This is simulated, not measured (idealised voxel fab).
process module | voxel wiring stack
cross-section cut | 180 nm wide | cells 5 nm
The cross-sections in this document take the form of a grid made of square cells. They are written out as bands, in order from top to bottom. Each band consists of one or more rows of cells.
It is stipulated that each band's entry specify, in nanometres, the height of the top of the band and then that of its bottom, followed by the materials of the band in left-to-right sequence, each together with its width in nanometres. A single material marked by the word "everywhere" is understood to fill the band from edge to edge; the word "empty" is understood to denote empty space.
Heights are reckoned from 0. Under this level, the received wafer is all of one material. The bottommost band is open-ended downward, for example "0 down".
The notation "30->40" denotes a width that varies across the rows of cells in the band, beginning at the first number in the top row, finishing at the second number in the bottom row, and changing by an identical amount from each row to the next.
Step marked "identical to before"? Then no cell in the cross-section changed in it.
"Internal closed voids": empty spaces of 8 cells or more with no open way to the top, each given as width x height at distance, distance from the left edge, all in nm.
Formally, on a step line, whatever follows the settings is a remark that the simulator itself makes on the step.
Each step line may optionally specify "overlay nm", which for a step with a mask gives the rightward distance between the mask's planned place and where it lay, a negative value indicating the leftward direction.
Listed below are the process steps as planned:
1,RECEIVE | material Si
2,CONFORMAL_DEP | material SiO2 | thk nm 10
3,CONFORMAL_DEP | material SiN | thk nm 5
4,DIRECTIONAL_DEP | material SiO2 | thk nm 25
5,MASKED_ETCH | tone open | mask id METAL_1 | width nm 30 | pitch nm 55 | etch materials SiO2 | depth nm 25 | overlay nm 0
6,MASKED_ETCH | tone open | mask id METAL_1 | width nm 30 | pitch nm 55 | etch materials SiN | depth nm 5 | overlay nm 0
7,CONFORMAL_DEP | material TiN | thk nm 5
8,FILL_DEP | material Cu | thk nm 5
9,CMP | height nm 40
10,CONFORMAL_DEP | material SiCN | thk nm 5
11,DIRECTIONAL_DEP | material lowk | thk nm 15
12,DIRECTIONAL_DEP | material aC | thk nm 15
13,PATTERN | tone open | mask id PLUG_1 | material resist | width nm 15 | thk nm 35 | overlay nm 0
14,DIRECTIONAL_ETCH | etch materials aC | depth nm 15
15,STRIP | etch materials resist
16,DIRECTIONAL_ETCH | etch materials lowk | depth nm 15
17,DIRECTIONAL_ETCH | etch materials SiCN | depth nm 5
18,STRIP | etch materials aC
19,EPI | material Ru | thk nm 10
20,EPI | material Ru | thk nm 10
21,CONFORMAL_DEP | material SiCN | thk nm 5
22,DIRECTIONAL_DEP | material SiO2 | thk nm 15
23,DIRECTIONAL_DEP | material aC | thk nm 15
24,PATTERN | tone open | mask id METAL_2 | material resist | width nm 30 | pitch nm 55 | thk nm 35 | overlay nm 0
25,DIRECTIONAL_ETCH | etch materials aC | depth nm 15
26,STRIP | etch materials resist
27,DIRECTIONAL_ETCH | etch materials SiO2 | depth nm 15
28,DIRECTIONAL_ETCH | etch materials SiCN | depth nm 5
29,STRIP | etch materials aC
30,CONFORMAL_DEP | material TiN | thk nm 5
31,FILL_DEP | material W | thk nm 10
32,CMP | height nm 80
33,CONFORMAL_DEP | material SiCN | thk nm 5
34,DIRECTIONAL_DEP | material SiO2 | thk nm 15
35,DIRECTIONAL_DEP | material aC | thk nm 15
36,PATTERN | tone open | mask id PLUG_2 | material resist | width nm 15 | pitch nm 55 | thk nm 30 | overlay nm 0
37,DIRECTIONAL_ETCH | etch materials aC | depth nm 15
38,STRIP | etch materials resist
39,DIRECTIONAL_ETCH | etch materials SiO2 | depth nm 15
40,DIRECTIONAL_ETCH | etch materials SiCN | depth nm 5
41,STRIP | etch materials aC
42,CONFORMAL_DEP | material TiN | thk nm 5
43,FILL_DEP | material Ru | thk nm 5
44,CMP | height nm 100
45,DIRECTIONAL_DEP | material TiN | thk nm 5
46,DIRECTIONAL_DEP | material Ru | thk nm 25
47,MASKED_ETCH | tone cover | mask id METAL_3 | width nm 30 | pitch nm 55 | etch materials Ru | depth nm 25 | overlay nm 0
48,MASKED_ETCH | tone cover | mask id METAL_3 | width nm 30 | pitch nm 55 | etch materials TiN | depth nm 5 | overlay nm 0
49,CONFORMAL_DEP | material SiCN | thk nm 5
50,FILL_DEP | material SiO2 | thk nm 5
51,CMP | height nm 130
52,CONFORMAL_DEP | material SiCN | thk nm 5
53,DIRECTIONAL_DEP | material lowk | thk nm 25
54,PATTERN | tone open | mask id METAL_4_HOLES | material resist | width nm 15 | pitch nm 55 | thk nm 15 | overlay nm 0
55,DIRECTIONAL_ETCH | etch materials lowk | depth nm 25
56,STRIP | etch materials resist
57,MASKED_ETCH | tone open | mask id METAL_4 | width nm 30 | pitch nm 55 | etch materials lowk | depth nm 15 | overlay nm 0
58,MASKED_ETCH | tone open | mask id METAL_4 | width nm 30 | pitch nm 55 | etch materials SiCN | depth nm 5 | overlay nm 0
59,CONFORMAL_DEP | material TiN | thk nm 5
60,FILL_DEP | material Cu | thk nm 10
61,CMP | height nm 160
62,CONFORMAL_DEP | material SiCN | thk nm 5
Wafer, first of two, run as planned:
Cross-section of the wafer as it came to us, i.e., already through step 1:
* 0 down = Si everywhere
* Internal closed voids: none
Sectional view: wafer, after step 2:
* 10 to 0 = SiO2 everywhere
* Whatever lies below 0 is exactly as it was before.
Sectional view: wafer, after step 3:
* 15 to 10 = SiN everywhere
* Whatever lies below 10 is exactly as it was before.
Sectional view: wafer, after step 4:
* 40 to 15 = SiO2 everywhere
* Whatever lies below 15 is exactly as it was before.
Sectional view: wafer, after step 5:
* 40 to 15 = SiO2 45 nm / empty 30 nm / SiO2 25 nm / empty 30 nm / SiO2 50 nm
* Whatever lies below 15 is exactly as it was before.
Sectional view: wafer, after step 6:
* 40 to 15 = SiO2 45 nm / empty 30 nm / SiO2 25 nm / empty 30 nm / SiO2 50 nm
* 15 to 10 = SiN 45 nm / empty 30 nm / SiN 25 nm / empty 30 nm / SiN 50 nm
* Whatever lies below 10 is exactly as it was before.
Sectional view: wafer, after step 7:
* 45 to 40 = TiN 50 nm / empty 20 nm / TiN 35 nm / empty 20 nm / TiN 55 nm
* 40 to 15 = SiO2 45 nm / TiN 5 nm / empty 20 nm / TiN 5 nm / SiO2 25 nm / TiN 5 nm / empty 20 nm / TiN 5 nm / SiO2 50 nm
* 15 to 10 = SiN 45 nm / TiN 30 nm / SiN 25 nm / TiN 30 nm / SiN 50 nm
* Whatever lies below 10 is exactly as it was before.
Sectional view: wafer, after step 8:
* 50 to 45 = Cu everywhere
* 45 to 40 = TiN 50 nm / Cu 20 nm / TiN 35 nm / Cu 20 nm / TiN 55 nm
* 40 to 15 = SiO2 45 nm / TiN 5 nm / Cu 20 nm / TiN 5 nm / SiO2 25 nm / TiN 5 nm / Cu 20 nm / TiN 5 nm / SiO2 50 nm
* Whatever lies below 15 is exactly as it was before.
Sectional view: wafer, after step 9:
* 40 to 15 = SiO2 45 nm / TiN 5 nm / Cu 20 nm / TiN 5 nm / SiO2 25 nm / TiN 5 nm / Cu 20 nm / TiN 5 nm / SiO2 50 nm
* Whatever lies below 15 is exactly as it was before.
Sectional view: wafer, after step 10:
* 45 to 40 = SiCN everywhere
* Whatever lies below 40 is exactly as it was before.
Sectional view: wafer, after step 11:
* 60 to 45 = lowk everywhere
* Whatever lies below 45 is exactly as it was before.
Sectional view: wafer, after step 12:
* 75 to 60 = aC everywhere
* Whatever lies below 60 is exactly as it was before.
Sectional view: wafer, after step 13:
* 110 to 75 = resist 45 nm / empty 15 nm / resist 120 nm
* Whatever lies below 75 is exactly as it was before.
Sectional view: wafer, after step 14:
* 95 to 75 = resist 45 nm / empty 15 nm / resist 120 nm
* 75 to 60 = aC 45 nm / empty 15 nm / aC 120 nm
* Whatever lies below 60 is exactly as it was before.
Sectional view: wafer, after step 15:
* 75 to 60 = aC 45 nm / empty 15 nm / aC 120 nm
* Whatever lies below 60 is exactly as it was before.
Sectional view: wafer, after step 16:
* 75 to 60 = aC 45 nm / empty 15 nm / aC 120 nm
* 60 to 45 = lowk 45 nm / empty 15 nm / lowk 120 nm
* Whatever lies below 45 is exactly as it was before.
Sectional view: wafer, after step 17:
* 75 to 60 = aC 45 nm / empty 15 nm / aC 120 nm
* 60 to 45 = lowk 45 nm / empty 15 nm / lowk 120 nm
* 45 to 40 = SiCN 45 nm / empty 15 nm / SiCN 120 nm
* Whatever lies below 40 is exactly as it was before.
Sectional view: wafer, after step 18:
* 60 to 45 = lowk 45 nm / empty 15 nm / lowk 120 nm
* Whatever lies below 45 is exactly as it was before.
Sectional view: wafer, after step 19:
* 60 to 50 = lowk 45 nm / empty 15 nm / lowk 120 nm
* 50 to 45 = lowk 45 nm / Ru 15 nm / lowk 120 nm
* 45 to 40 = SiCN 45 nm / Ru 15 nm / SiCN 120 nm
* Whatever lies below 40 is exactly as it was before.
Sectional view: wafer, after step 20:
* 60 to 45 = lowk 45 nm / Ru 15 nm / lowk 120 nm
* Whatever lies below 45 is exactly as it was before.
Sectional view: wafer, after step 21:
* 65 to 60 = SiCN everywhere
* Whatever lies below 60 is exactly as it was before.
Sectional view: wafer, after step 22:
* 80 to 65 = SiO2 everywhere
* Whatever lies below 65 is exactly as it was before.
Sectional view: wafer, after step 23:
* 95 to 80 = aC everywhere
* Whatever lies below 80 is exactly as it was before.
Sectional view: wafer, after step 24:
* 130 to 95 = resist 45 nm / empty 30 nm / resist 25 nm / empty 30 nm / resist 50 nm
* Whatever lies below 95 is exactly as it was before.
Sectional view: wafer, after step 25:
* 115 to 95 = resist 45 nm / empty 30 nm / resist 25 nm / empty 30 nm / resist 50 nm
* 95 to 80 = aC 45 nm / empty 30 nm / aC 25 nm / empty 30 nm / aC 50 nm
* Whatever lies below 80 is exactly as it was before.
Sectional view: wafer, after step 26:
* 95 to 80 = aC 45 nm / empty 30 nm / aC 25 nm / empty 30 nm / aC 50 nm
* Whatever lies below 80 is exactly as it was before.
Sectional view: wafer, after step 27:
* 95 to 80 = aC 45 nm / empty 30 nm / aC 25 nm / empty 30 nm / aC 50 nm
* 80 to 65 = SiO2 45 nm / empty 30 nm / SiO2 25 nm / empty 30 nm / SiO2 50 nm
* Whatever lies below 65 is exactly as it was before.
Sectional view: wafer, after step 28:
* 95 to 80 = aC 45 nm / empty 30 nm / aC 25 nm / empty 30 nm / aC 50 nm
* 80 to 65 = SiO2 45 nm / empty 30 nm / SiO2 25 nm / empty 30 nm / SiO2 50 nm
* 65 to 60 = SiCN 45 nm / empty 30 nm / SiCN 25 nm / empty 30 nm / SiCN 50 nm
* Whatever lies below 60 is exactly as it was before.
Sectional view: wafer, after step 29:
* 80 to 65 = SiO2 45 nm / empty 30 nm / SiO2 25 nm / empty 30 nm / SiO2 50 nm
* Whatever lies below 65 is exactly as it was before.
Sectional view: wafer, after step 30:
* 85 to 80 = TiN 50 nm / empty 20 nm / TiN 35 nm / empty 20 nm / TiN 55 nm
* 80 to 65 = SiO2 45 nm / TiN 5 nm / empty 20 nm / TiN 5 nm / SiO2 25 nm / TiN 5 nm / empty 20 nm / TiN 5 nm / SiO2 50 nm
* 65 to 60 = SiCN 45 nm / TiN 30 nm / SiCN 25 nm / TiN 30 nm / SiCN 50 nm
* Whatever lies below 60 is exactly as it was before.
Sectional view: wafer, after step 31:
* 95 to 85 = W everywhere
* 85 to 80 = TiN 50 nm / W 20 nm / TiN 35 nm / W 20 nm / TiN 55 nm
* 80 to 65 = SiO2 45 nm / TiN 5 nm / W 20 nm / TiN 5 nm / SiO2 25 nm / TiN 5 nm / W 20 nm / TiN 5 nm / SiO2 50 nm
* Whatever lies below 65 is exactly as it was before.
Sectional view: wafer, after step 32:
* 80 to 65 = SiO2 45 nm / TiN 5 nm / W 20 nm / TiN 5 nm / SiO2 25 nm / TiN 5 nm / W 20 nm / TiN 5 nm / SiO2 50 nm
* Whatever lies below 65 is exactly as it was before.
Sectional view: wafer, after step 33:
* 85 to 80 = SiCN everywhere
* Whatever lies below 80 is exactly as it was before.
Sectional view: wafer, after step 34:
* 100 to 85 = SiO2 everywhere
* Whatever lies below 85 is exactly as it was before.
Sectional view: wafer, after step 35:
* 115 to 100 = aC everywhere
* Whatever lies below 100 is exactly as it was before.
Sectional view: wafer, after step 36:
* 145 to 115 = resist 45 nm / empty 15 nm / resist 40 nm / empty 15 nm / resist 65 nm
* Whatever lies below 115 is exactly as it was before.
Sectional view: wafer, after step 37:
* 130 to 115 = resist 45 nm / empty 15 nm / resist 40 nm / empty 15 nm / resist 65 nm
* 115 to 100 = aC 45 nm / empty 15 nm / aC 40 nm / empty 15 nm / aC 65 nm
* Whatever lies below 100 is exactly as it was before.
Sectional view: wafer, after step 38:
* 115 to 100 = aC 45 nm / empty 15 nm / aC 40 nm / empty 15 nm / aC 65 nm
* Whatever lies below 100 is exactly as it was before.
Sectional view: wafer, after step 39:
* 115 to 100 = aC 45 nm / empty 15 nm / aC 40 nm / empty 15 nm / aC 65 nm
* 100 to 85 = SiO2 45 nm / empty 15 nm / SiO2 40 nm / empty 15 nm / SiO2 65 nm
* Whatever lies below 85 is exactly as it was before.
Sectional view: wafer, after step 40:
* 115 to 100 = aC 45 nm / empty 15 nm / aC 40 nm / empty 15 nm / aC 65 nm
* 100 to 85 = SiO2 45 nm / empty 15 nm / SiO2 40 nm / empty 15 nm / SiO2 65 nm
* 85 to 80 = SiCN 45 nm / empty 15 nm / SiCN 40 nm / empty 15 nm / SiCN 65 nm
* Whatever lies below 80 is exactly as it was before.
Sectional view: wafer, after step 41:
* 100 to 85 = SiO2 45 nm / empty 15 nm / SiO2 40 nm / empty 15 nm / SiO2 65 nm
* Whatever lies below 85 is exactly as it was before.
Sectional view: wafer, after step 42:
* 105 to 100 = TiN 50 nm / empty 5 nm / TiN 50 nm / empty 5 nm / TiN 70 nm
* 100 to 85 = SiO2 45 nm / TiN 5 nm / empty 5 nm / TiN 5 nm / SiO2 40 nm / TiN 5 nm / empty 5 nm / TiN 5 nm / SiO2 65 nm
* 85 to 80 = SiCN 45 nm / TiN 15 nm / SiCN 40 nm / TiN 15 nm / SiCN 65 nm
* Whatever lies below 80 is exactly as it was before.
Sectional view: wafer, after step 43:
* 110 to 105 = Ru everywhere
* 105 to 100 = TiN 50 nm / Ru 5 nm / TiN 50 nm / Ru 5 nm / TiN 70 nm
* 100 to 85 = SiO2 45 nm / TiN 5 nm / Ru 5 nm / TiN 5 nm / SiO2 40 nm / TiN 5 nm / Ru 5 nm / TiN 5 nm / SiO2 65 nm
* Whatever lies below 85 is exactly as it was before.
Sectional view: wafer, after step 44:
* 100 to 85 = SiO2 45 nm / TiN 5 nm / Ru 5 nm / TiN 5 nm / SiO2 40 nm / TiN 5 nm / Ru 5 nm / TiN 5 nm / SiO2 65 nm
* Whatever lies below 85 is exactly as it was before.
Sectional view: wafer, after step 45:
* 105 to 100 = TiN everywhere
* Whatever lies below 100 is exactly as it was before.
Sectional view: wafer, after step 46:
* 130 to 105 = Ru everywhere
* Whatever lies below 105 is exactly as it was before.
Sectional view: wafer, after step 47:
* 130 to 105 = empty 45 nm / Ru 30 nm / empty 25 nm / Ru 30 nm / empty 50 nm
* Whatever lies below 105 is exactly as it was before.
Sectional view: wafer, after step 48:
* 130 to 105 = empty 45 nm / Ru 30 nm / empty 25 nm / Ru 30 nm / empty 50 nm
* 105 to 100 = empty 45 nm / TiN 30 nm / empty 25 nm / TiN 30 nm / empty 50 nm
* Whatever lies below 100 is exactly as it was before.
Sectional view: wafer, after step 49:
* 135 to 130 = empty 40 nm / SiCN 40 nm / empty 15 nm / SiCN 40 nm / empty 45 nm
* 130 to 105 = empty 40 nm / SiCN 5 nm / Ru 30 nm / SiCN 5 nm / empty 15 nm / SiCN 5 nm / Ru 30 nm / SiCN 5 nm / empty 45 nm
* 105 to 100 = SiCN 45 nm / TiN 30 nm / SiCN 25 nm / TiN 30 nm / SiCN 50 nm
* Whatever lies below 100 is exactly as it was before.
Sectional view: wafer, after step 50:
* 140 to 135 = SiO2 everywhere
* 135 to 130 = SiO2 40 nm / SiCN 40 nm / SiO2 15 nm / SiCN 40 nm / SiO2 45 nm
* 130 to 105 = SiO2 40 nm / SiCN 5 nm / Ru 30 nm / SiCN 5 nm / SiO2 15 nm / SiCN 5 nm / Ru 30 nm / SiCN 5 nm / SiO2 45 nm
* Whatever lies below 105 is exactly as it was before.
Sectional view: wafer, after step 51:
* 130 to 105 = SiO2 40 nm / SiCN 5 nm / Ru 30 nm / SiCN 5 nm / SiO2 15 nm / SiCN 5 nm / Ru 30 nm / SiCN 5 nm / SiO2 45 nm
* Whatever lies below 105 is exactly as it was before.
Sectional view: wafer, after step 52:
* 135 to 130 = SiCN everywhere
* Whatever lies below 130 is exactly as it was before.
Sectional view: wafer, after step 53:
* 160 to 135 = lowk everywhere
* Whatever lies below 135 is exactly as it was before.
Sectional view: wafer, after step 54:
* 175 to 160 = resist 45 nm / empty 15 nm / resist 40 nm / empty 15 nm / resist 65 nm
* Whatever lies below 160 is exactly as it was before.
Sectional view: wafer, after step 55:
* 175 to 160 = resist 45 nm / empty 15 nm / resist 40 nm / empty 15 nm / resist 65 nm
* 160 to 135 = lowk 45 nm / empty 15 nm / lowk 40 nm / empty 15 nm / lowk 65 nm
* Whatever lies below 135 is exactly as it was before.
Sectional view: wafer, after step 56:
* 160 to 135 = lowk 45 nm / empty 15 nm / lowk 40 nm / empty 15 nm / lowk 65 nm
* Whatever lies below 135 is exactly as it was before.
Sectional view: wafer, after step 57:
* 160 to 145 = lowk 45 nm / empty 30 nm / lowk 25 nm / empty 30 nm / lowk 50 nm
* Whatever lies below 145 is exactly as it was before.
Sectional view: wafer, after step 58:
* 160 to 145 = lowk 45 nm / empty 30 nm / lowk 25 nm / empty 30 nm / lowk 50 nm
* 145 to 135 = lowk 45 nm / empty 15 nm / lowk 40 nm / empty 15 nm / lowk 65 nm
* 135 to 130 = SiCN 45 nm / empty 15 nm / SiCN 40 nm / empty 15 nm / SiCN 65 nm
* Whatever lies below 130 is exactly as it was before.
Sectional view: wafer, after step 59:
* 165 to 160 = TiN 50 nm / empty 20 nm / TiN 35 nm / empty 20 nm / TiN 55 nm
* 160 to 150 = lowk 45 nm / TiN 5 nm / empty 20 nm / TiN 5 nm / lowk 25 nm / TiN 5 nm / empty 20 nm / TiN 5 nm / lowk 50 nm
* 150 to 145 = lowk 45 nm / TiN 5 nm / empty 5 nm / TiN 20 nm / lowk 25 nm / TiN 5 nm / empty 5 nm / TiN 20 nm / lowk 50 nm
* 145 to 135 = lowk 45 nm / TiN 5 nm / empty 5 nm / TiN 5 nm / lowk 40 nm / TiN 5 nm / empty 5 nm / TiN 5 nm / lowk 65 nm
* 135 to 130 = SiCN 45 nm / TiN 15 nm / SiCN 40 nm / TiN 15 nm / SiCN 65 nm
* Whatever lies below 130 is exactly as it was before.
Sectional view: wafer, after step 60:
* 175 to 165 = Cu everywhere
* 165 to 160 = TiN 50 nm / Cu 20 nm / TiN 35 nm / Cu 20 nm / TiN 55 nm
* 160 to 150 = lowk 45 nm / TiN 5 nm / Cu 20 nm / TiN 5 nm / lowk 25 nm / TiN 5 nm / Cu 20 nm / TiN 5 nm / lowk 50 nm
* 150 to 145 = lowk 45 nm / TiN 5 nm / Cu 5 nm / TiN 20 nm / lowk 25 nm / TiN 5 nm / Cu 5 nm / TiN 20 nm / lowk 50 nm
* 145 to 135 = lowk 45 nm / TiN 5 nm / Cu 5 nm / TiN 5 nm / lowk 40 nm / TiN 5 nm / Cu 5 nm / TiN 5 nm / lowk 65 nm
* Whatever lies below 135 is exactly as it was before.
Sectional view: wafer, after step 61:
* 160 to 150 = lowk 45 nm / TiN 5 nm / Cu 20 nm / TiN 5 nm / lowk 25 nm / TiN 5 nm / Cu 20 nm / TiN 5 nm / lowk 50 nm
* Whatever lies below 150 is exactly as it was before.
Sectional view: wafer, after step 62:
* 165 to 160 = SiCN everywhere
* Whatever lies below 160 is exactly as it was before.
Wafer two: like wafer one in start and plan, but with one mistake in execution; identical up to and including step 44:
When step 45 should have ended:
* 105 to 100 = Ru everywhere
* Whatever lies below 100 is exactly as it was before.
When step 46 should have ended:
* 130 to 100 = Ru everywhere
* Whatever lies below 100 is exactly as it was before.
When step 47 should have ended:
* 130 to 105 = empty 45 nm / Ru 30 nm / empty 25 nm / Ru 30 nm / empty 50 nm
* Whatever lies below 105 is exactly as it was before.
when step 48 should have ended: identical to before
When step 49 should have ended:
* 135 to 130 = empty 40 nm / SiCN 40 nm / empty 15 nm / SiCN 40 nm / empty 45 nm
* 130 to 110 = empty 40 nm / SiCN 5 nm / Ru 30 nm / SiCN 5 nm / empty 15 nm / SiCN 5 nm / Ru 30 nm / SiCN 5 nm / empty 45 nm
* 110 to 105 = SiCN 45 nm / Ru 30 nm / SiCN 25 nm / Ru 30 nm / SiCN 50 nm
* Whatever lies below 105 is exactly as it was before.
When step 50 should have ended:
* 140 to 135 = SiO2 everywhere
* 135 to 130 = SiO2 40 nm / SiCN 40 nm / SiO2 15 nm / SiCN 40 nm / SiO2 45 nm
* 130 to 110 = SiO2 40 nm / SiCN 5 nm / Ru 30 nm / SiCN 5 nm / SiO2 15 nm / SiCN 5 nm / Ru 30 nm / SiCN 5 nm / SiO2 45 nm
* Whatever lies below 110 is exactly as it was before.
When step 51 should have ended:
* 130 to 110 = SiO2 40 nm / SiCN 5 nm / Ru 30 nm / SiCN 5 nm / SiO2 15 nm / SiCN 5 nm / Ru 30 nm / SiCN 5 nm / SiO2 45 nm
* Whatever lies below 110 is exactly as it was before.
When step 52 should have ended:
* 135 to 130 = SiCN everywhere
* Whatever lies below 130 is exactly as it was before.
When step 53 should have ended:
* 160 to 135 = lowk everywhere
* Whatever lies below 135 is exactly as it was before.
When step 54 should have ended:
* 175 to 160 = resist 45 nm / empty 15 nm / resist 40 nm / empty 15 nm / resist 65 nm
* Whatever lies below 160 is exactly as it was before.
When step 55 should have ended:
* 175 to 160 = resist 45 nm / empty 15 nm / resist 40 nm / empty 15 nm / resist 65 nm
* 160 to 135 = lowk 45 nm / empty 15 nm / lowk 40 nm / empty 15 nm / lowk 65 nm
* Whatever lies below 135 is exactly as it was before.
When step 56 should have ended:
* 160 to 135 = lowk 45 nm / empty 15 nm / lowk 40 nm / empty 15 nm / lowk 65 nm
* Whatever lies below 135 is exactly as it was before.
When step 57 should have ended:
* 160 to 145 = lowk 45 nm / empty 30 nm / lowk 25 nm / empty 30 nm / lowk 50 nm
* Whatever lies below 145 is exactly as it was before.
When step 58 should have ended:
* 160 to 145 = lowk 45 nm / empty 30 nm / lowk 25 nm / empty 30 nm / lowk 50 nm
* 145 to 135 = lowk 45 nm / empty 15 nm / lowk 40 nm / empty 15 nm / lowk 65 nm
* 135 to 130 = SiCN 45 nm / empty 15 nm / SiCN 40 nm / empty 15 nm / SiCN 65 nm
* Whatever lies below 130 is exactly as it was before.
When step 59 should have ended:
* 165 to 160 = TiN 50 nm / empty 20 nm / TiN 35 nm / empty 20 nm / TiN 55 nm
* 160 to 150 = lowk 45 nm / TiN 5 nm / empty 20 nm / TiN 5 nm / lowk 25 nm / TiN 5 nm / empty 20 nm / TiN 5 nm / lowk 50 nm
* 150 to 145 = lowk 45 nm / TiN 5 nm / empty 5 nm / TiN 20 nm / lowk 25 nm / TiN 5 nm / empty 5 nm / TiN 20 nm / lowk 50 nm
* 145 to 135 = lowk 45 nm / TiN 5 nm / empty 5 nm / TiN 5 nm / lowk 40 nm / TiN 5 nm / empty 5 nm / TiN 5 nm / lowk 65 nm
* 135 to 130 = SiCN 45 nm / TiN 15 nm / SiCN 40 nm / TiN 15 nm / SiCN 65 nm
* Whatever lies below 130 is exactly as it was before.
When step 60 should have ended:
* 175 to 165 = Cu everywhere
* 165 to 160 = TiN 50 nm / Cu 20 nm / TiN 35 nm / Cu 20 nm / TiN 55 nm
* 160 to 150 = lowk 45 nm / TiN 5 nm / Cu 20 nm / TiN 5 nm / lowk 25 nm / TiN 5 nm / Cu 20 nm / TiN 5 nm / lowk 50 nm
* 150 to 145 = lowk 45 nm / TiN 5 nm / Cu 5 nm / TiN 20 nm / lowk 25 nm / TiN 5 nm / Cu 5 nm / TiN 20 nm / lowk 50 nm
* 145 to 135 = lowk 45 nm / TiN 5 nm / Cu 5 nm / TiN 5 nm / lowk 40 nm / TiN 5 nm / Cu 5 nm / TiN 5 nm / lowk 65 nm
* Whatever lies below 135 is exactly as it was before.
When step 61 should have ended:
* 160 to 150 = lowk 45 nm / TiN 5 nm / Cu 20 nm / TiN 5 nm / lowk 25 nm / TiN 5 nm / Cu 20 nm / TiN 5 nm / lowk 50 nm
* Whatever lies below 150 is exactly as it was before.
When step 62 should have ended:
* 165 to 160 = SiCN everywhere
* Whatever lies below 160 is exactly as it was before.
What broke from the plan during processing? not per plan at step 45, really ran DIRECTIONAL_DEP | material Ru | thk nm 5
Materials where the second wafer ends with more or fewer cells than the first: 36 more of Ru | 4 fewer of SiCN | 20 fewer of SiO2 | 12 fewer of TiN
